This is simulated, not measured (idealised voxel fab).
Process module heading - voxel transistor to metal
Cross-sectional view cut (width: 185 nm; square cell size: 5 nm).
Throughout this document, each cross-section is represented as a grid of square cells and is presented as a sequence of bands enumerated from the top downward, where a band comprises one or more rows of cells.
Per band: top height and bottom height in nm, followed by the left-to-right materials and their widths in nm; "all across" marks a single material spanning edge to edge, "empty" marks empty space.
For the purposes of this specification, 0 denotes the height below which the wafer in its as-received condition is composed wholly of one material, and the lowermost band, lacking a lower limit, extends downward without end, as expressed in "0..down".
Width "30->40": first value at the band's top row of cells, second value at its bottom row, equal change from row to row.
"no change" (step): cross-section cells unchanged, all of them.
Any empty space of 8 cells or more lacking an open way to the top shows up in "Closed cavities" as width x height at distance, distance from the left edge, in nm.
Whatever follows a step's settings on its line is a remark the simulator itself makes about that step.
overlay nm: mask right of planned place by this much (step with mask). Neg. = left.
## This section lists the process steps that were planned
1) RECEIVE [material Si]
2) OXIDIZE [depth nm 5]
3) CONFORMAL_DEP [material SiN] [thk nm 10]
4) DIRECTIONAL_DEP [material aC] [thk nm 10]
5) PATTERN [tone cover] [mask id ACTIVE] [material resist] [width nm 95] [thk nm 30] [overlay nm 0]
6) DIRECTIONAL_ETCH [etch materials aC] [depth nm 10]
7) STRIP [etch materials resist]
8) DIRECTIONAL_ETCH [etch materials SiN] [depth nm 10]
9) DIRECTIONAL_ETCH [etch materials SiO2] [depth nm 5]
10) DIRECTIONAL_ETCH [etch materials Si] [depth nm 25]
11) STRIP [etch materials aC]
12) FILL_DEP [material SiO2] [thk nm 10]
13) CMP [height nm 10]
14) SELECTIVE_ETCH [etch materials SiO2] [depth nm 5]
15) STRIP [etch materials SiN]
16) SELECTIVE_ETCH [etch materials SiO2] [depth nm 5]
17) OXIDIZE [depth nm 5]
18) DIRECTIONAL_DEP [material polySi] [thk nm 20]
19) DIRECTIONAL_DEP [material SiCN] [thk nm 15]
20) DIRECTIONAL_DEP [material aC] [thk nm 10]
21) PATTERN [tone cover] [mask id GATE] [material resist] [width nm 25] [thk nm 30] [overlay nm 0]
22) DIRECTIONAL_ETCH [etch materials aC] [depth nm 10]
23) STRIP [etch materials resist]
24) DIRECTIONAL_ETCH [etch materials SiCN] [depth nm 25]
25) DIRECTIONAL_ETCH [etch materials polySi] [depth nm 30]
26) STRIP [etch materials aC]
27) CONFORMAL_DEP [material SiN] [thk nm 10]
28) DIRECTIONAL_ETCH [etch materials SiN] [depth nm 10]
29) DIRECTIONAL_ETCH [etch materials SiO2] [depth nm 5]
30) EPI [material nSi] [thk nm 5]
31) FILL_DEP [material SiO2] [thk nm 5]
32) CMP [height nm 15]
33) STRIP [etch materials polySi]
34) SELECTIVE_ETCH [etch materials SiO2] [depth nm 5]
35) CONFORMAL_DEP [material HfO2] [thk nm 5]
36) CONFORMAL_DEP [material TiN] [thk nm 5]
37) FILL_DEP [material W] [thk nm 10]
38) CMP [height nm 10]
39) DIRECTIONAL_DEP [material SiO2] [thk nm 15]
40) DIRECTIONAL_DEP [material aC] [thk nm 10]
41) PATTERN [tone open] [mask id CONTACT] [material resist] [width nm 15] [pitch nm 70] [thk nm 30] [overlay nm 0]
42) DIRECTIONAL_ETCH [etch materials aC] [depth nm 10]
43) STRIP [etch materials resist]
44) DIRECTIONAL_ETCH [etch materials SiO2] [depth nm 30]
45) STRIP [etch materials aC]
46) CONFORMAL_DEP [material TiN] [thk nm 5]
47) FILL_DEP [material W] [thk nm 5]
48) CMP [height nm 25]
49) DIRECTIONAL_DEP [material TiN] [thk nm 5]
50) DIRECTIONAL_DEP [material W] [thk nm 15]
51) DIRECTIONAL_DEP [material aC] [thk nm 15]
52) PATTERN [tone cover] [mask id METAL_1] [material resist] [width nm 15] [pitch nm 70] [thk nm 35] [overlay nm 0]
53) DIRECTIONAL_ETCH [etch materials aC] [depth nm 15]
54) STRIP [etch materials resist]
55) DIRECTIONAL_ETCH [etch materials W] [depth nm 15]
56) DIRECTIONAL_ETCH [etch materials TiN] [depth nm 5]
57) STRIP [etch materials aC]
58) FILL_DEP [material lowk] [thk nm 10]
59) CMP [height nm 45]
60) CONFORMAL_DEP [material SiCN] [thk nm 5]
61) DIRECTIONAL_DEP [material SiO2] [thk nm 35]
62) PATTERN [tone open] [mask id METAL_2] [material resist] [width nm 15] [pitch nm 70] [thk nm 20] [overlay nm -15]
63) DIRECTIONAL_ETCH [etch materials SiO2] [depth nm 20]
64) STRIP [etch materials resist]
65) MASKED_ETCH [tone open] [mask id METAL_2_HOLES] [width nm 15] [pitch nm 70] [etch materials SiO2] [depth nm 15] [overlay nm 0]
66) MASKED_ETCH [tone open] [mask id METAL_2_HOLES] [width nm 15] [pitch nm 70] [etch materials SiCN] [depth nm 5] [overlay nm 0]
67) CONFORMAL_DEP [material TiN] [thk nm 5]
68) FILL_DEP [material Cu] [thk nm 10]
69) CMP [height nm 85]
70) CONFORMAL_DEP [material SiCN] [thk nm 5]
Among the wafers covered here, the point of difference is the overlay nm at step 62; their starting state is shared, and the plan presents the value of the first wafer.
## As-received cross-section, first of several wafers, post step 1
> 0..down  Si all across
> Closed cavities: none
## Quick look at the cross-section of the first of several wafers after step 70, which wraps up the module
> 90..85  SiCN all across
> 85..75  SiO2 35 nm; TiN 5 nm; Cu 20 nm; TiN 5 nm; SiO2 40 nm; TiN 5 nm; Cu 20 nm; TiN 5 nm; SiO2 50 nm
> 75..70  SiO2 35 nm; TiN 5 nm; Cu 5 nm; TiN 20 nm; SiO2 40 nm; TiN 5 nm; Cu 5 nm; TiN 20 nm; SiO2 50 nm
> 70..65  SiO2 35 nm; TiN 15 nm; SiO2 55 nm; TiN 15 nm; SiO2 65 nm
> 65..50  SiO2 all across
> 50..45  SiCN all across
> 45..30  lowk 50 nm; W 15 nm; lowk 55 nm; W 15 nm; lowk 50 nm
> 30..25  lowk 50 nm; TiN 15 nm; lowk 55 nm; TiN 15 nm; lowk 50 nm
> 25..10  SiO2 50 nm; TiN 5 nm; W 5 nm; TiN 5 nm; SiO2 55 nm; TiN 5 nm; W 5 nm; TiN 5 nm; SiO2 50 nm
> 10..0  SiO2 50 nm; TiN 5 nm; W 5 nm; TiN 5 nm; SiO2 5 nm; SiN 10 nm; HfO2 5 nm; TiN 5 nm; W 5 nm; TiN 5 nm; HfO2 5 nm; SiN 10 nm; SiO2 5 nm; TiN 5 nm; W 5 nm; TiN 5 nm; SiO2 50 nm
> 0..-5  SiO2 40 nm; SiN 10 nm; TiN 15 nm; SiO2 5 nm; SiN 10 nm; HfO2 5 nm; TiN 15 nm; HfO2 5 nm; SiN 10 nm; SiO2 5 nm; TiN 15 nm; SiN 10 nm; SiO2 40 nm
> -5..-10  SiO2 50 nm; nSi 20 nm; SiO2 5 nm; HfO2 35 nm; SiO2 5 nm; nSi 20 nm; SiO2 50 nm
> -10..-30  SiO2 45 nm; Si 95 nm; SiO2 45 nm
> -30..down  Si all across
> Closed cavities: none
## Final wafer cross-section at module end
> 90..85  SiCN all across
> 85..75  SiO2 50 nm; TiN 5 nm; Cu 20 nm; TiN 5 nm; SiO2 40 nm; TiN 5 nm; Cu 20 nm; TiN 5 nm; SiO2 35 nm
> 75..70  SiO2 50 nm; TiN 20 nm; Cu 5 nm; TiN 5 nm; SiO2 40 nm; TiN 20 nm; Cu 5 nm; TiN 5 nm; SiO2 35 nm
> 70..65  SiO2 65 nm; TiN 15 nm; SiO2 55 nm; TiN 15 nm; SiO2 35 nm
> 65..50  SiO2 all across
> 50..45  SiCN all across
> 45..30  lowk 50 nm; W 15 nm; lowk 55 nm; W 15 nm; lowk 50 nm
> 30..25  lowk 50 nm; TiN 15 nm; lowk 55 nm; TiN 15 nm; lowk 50 nm
> 25..10  SiO2 50 nm; TiN 5 nm; W 5 nm; TiN 5 nm; SiO2 55 nm; TiN 5 nm; W 5 nm; TiN 5 nm; SiO2 50 nm
> 10..0  SiO2 50 nm; TiN 5 nm; W 5 nm; TiN 5 nm; SiO2 5 nm; SiN 10 nm; HfO2 5 nm; TiN 5 nm; W 5 nm; TiN 5 nm; HfO2 5 nm; SiN 10 nm; SiO2 5 nm; TiN 5 nm; W 5 nm; TiN 5 nm; SiO2 50 nm
> 0..-5  SiO2 40 nm; SiN 10 nm; TiN 15 nm; SiO2 5 nm; SiN 10 nm; HfO2 5 nm; TiN 15 nm; HfO2 5 nm; SiN 10 nm; SiO2 5 nm; TiN 15 nm; SiN 10 nm; SiO2 40 nm
> -5..-10  SiO2 50 nm; nSi 20 nm; SiO2 5 nm; HfO2 35 nm; SiO2 5 nm; nSi 20 nm; SiO2 50 nm
> -10..-30  SiO2 45 nm; Si 95 nm; SiO2 45 nm
> -30..down  Si all across
> Closed cavities: none
## So in this table every wafer gets its own row, and what you see is where it stands at the end of the module: for each material, how many cells it picked up (+) or gave up (-) since we received it, and after that its closed voids
overlay nm -15, +18 Cu, +13 HfO2, -146 Si, +74 SiCN, +16 SiN, +466 SiO2, +63 TiN, +30 W, +124 lowk, +8 nSi, Closed cavities: none
overlay nm -10, +14 Cu, +13 HfO2, -146 Si, +72 SiCN, +16 SiN, +466 SiO2, +69 TiN, +30 W, +124 lowk, +8 nSi, Closed cavities: none
overlay nm -5, +10 Cu, +13 HfO2, -146 Si, +70 SiCN, +16 SiN, +466 SiO2, +75 TiN, +30 W, +124 lowk, +8 nSi, Closed cavities: none
overlay nm 0, +14 Cu, +13 HfO2, -146 Si, +68 SiCN, +16 SiN, +466 SiO2, +73 TiN, +30 W, +124 lowk, +8 nSi, Closed cavities: none
overlay nm 5, +10 Cu, +13 HfO2, -146 Si, +70 SiCN, +16 SiN, +466 SiO2, +75 TiN, +30 W, +124 lowk, +8 nSi, Closed cavities: none
overlay nm 10, +14 Cu, +13 HfO2, -146 Si, +72 SiCN, +16 SiN, +466 SiO2, +69 TiN, +30 W, +124 lowk, +8 nSi, Closed cavities: none
overlay nm 15, +18 Cu, +13 HfO2, -146 Si, +74 SiCN, +16 SiN, +466 SiO2, +63 TiN, +30 W, +124 lowk, +8 nSi, Closed cavities: none
